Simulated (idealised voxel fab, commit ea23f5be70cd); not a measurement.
voxel trench capacitor: a process module
Cross-sectional view cut (width: 270 nm; square cell size: 5 nm).
Square cells in a grid make up a cross-section in this document, and the grid is given as bands, listed from the top down, each one or more rows of cells. This entry defines a band. It first specifies the height of the band's top and the height of its bottom in nm, and then specifies the band's materials from left to right, stating each material with its width in nm. The word "full width" identifies a single material that fills the band from edge to edge, while the word "empty" identifies empty space. Heights from 0 (as-received wafer is one material below). Bottom band endless downward, as "0..down". With a width like "30..40", each row of cells in the band differs from the next by the same amount, the top row carrying the first number and the bottom row the second. What does "same as before" mean for a step? It means no cell of the cross-section changed in that step. Each empty space that has no open way to the top and spans at least 8 cells appears under "Unvented internal voids" as width x height at distance, the distance counted from the left edge, all in nm. Read whatever lies past the settings on a step's line as the simulator's own remark about the step. You can add "overlay nm" to a step's line. For a step with a mask, it describes how far the mask lay to the right of its planned position, and a negative number describes a lay to the left.

Process steps foreseen in the plan:
1. op RECEIVE | material Si
2. op CONFORMAL_DEP | material SiN | thk nm 10
3. op MASKED_ETCH | tone open | mask id TRENCH | width nm 30 | pitch nm 60 | etch materials SiN | depth nm 10 | overlay nm 0
4. op MASKED_ETCH | tone open | mask id TRENCH | width nm 30 | pitch nm 60 | etch materials Si | depth nm 40 | overlay nm 0
5. op CONFORMAL_DEP | material Al2O3 | thk nm 5
6. op CONFORMAL_DEP | material TiN | thk nm 5
7. op FILL_DEP | material W | thk nm 5
8. op CMP | height nm 10

Shown in cross-section is the wafer as received, that is, as it stands after step 1:
  0..down | Si full width
  Unvented internal voids: none

The following cross-section depicts the wafer upon conclusion of the module. Processing commenced from the starting condition illustrated above and adhered to the plan illustrated above, save for one mistake in execution:
  20..15 | TiN: 70 | W: 10 | TiN: 50 | W: 10 | TiN: 50 | W: 10 | TiN: 70
  15..10 | Al2O3: 65 | TiN: 5 | W: 10 | TiN: 5 | Al2O3: 40 | TiN: 5 | W: 10 | TiN: 5 | Al2O3: 40 | TiN: 5 | W: 10 | TiN: 5 | Al2O3: 65
  10..0 | SiN: 60 | Al2O3: 5 | TiN: 5 | W: 10 | TiN: 5 | Al2O3: 5 | SiN: 30 | Al2O3: 5 | TiN: 5 | W: 10 | TiN: 5 | Al2O3: 5 | SiN: 30 | Al2O3: 5 | TiN: 5 | W: 10 | TiN: 5 | Al2O3: 5 | SiN: 60
  0..-30 | Si: 60 | Al2O3: 5 | TiN: 5 | W: 10 | TiN: 5 | Al2O3: 5 | Si: 30 | Al2O3: 5 | TiN: 5 | W: 10 | TiN: 5 | Al2O3: 5 | Si: 30 | Al2O3: 5 | TiN: 5 | W: 10 | TiN: 5 | Al2O3: 5 | Si: 60
  -30..-35 | Si: 60 | Al2O3: 5 | TiN: 20 | Al2O3: 5 | Si: 30 | Al2O3: 5 | TiN: 20 | Al2O3: 5 | Si: 30 | Al2O3: 5 | TiN: 20 | Al2O3: 5 | Si: 60
  -35..-40 | Si: 60 | Al2O3: 30 | Si: 30 | Al2O3: 30 | Si: 30 | Al2O3: 30 | Si: 60
  -40..down | Si full width
  Unvented internal voids: none
Here's what went sideways: step 8 changed vs plan, executed as op CMP | height nm 20
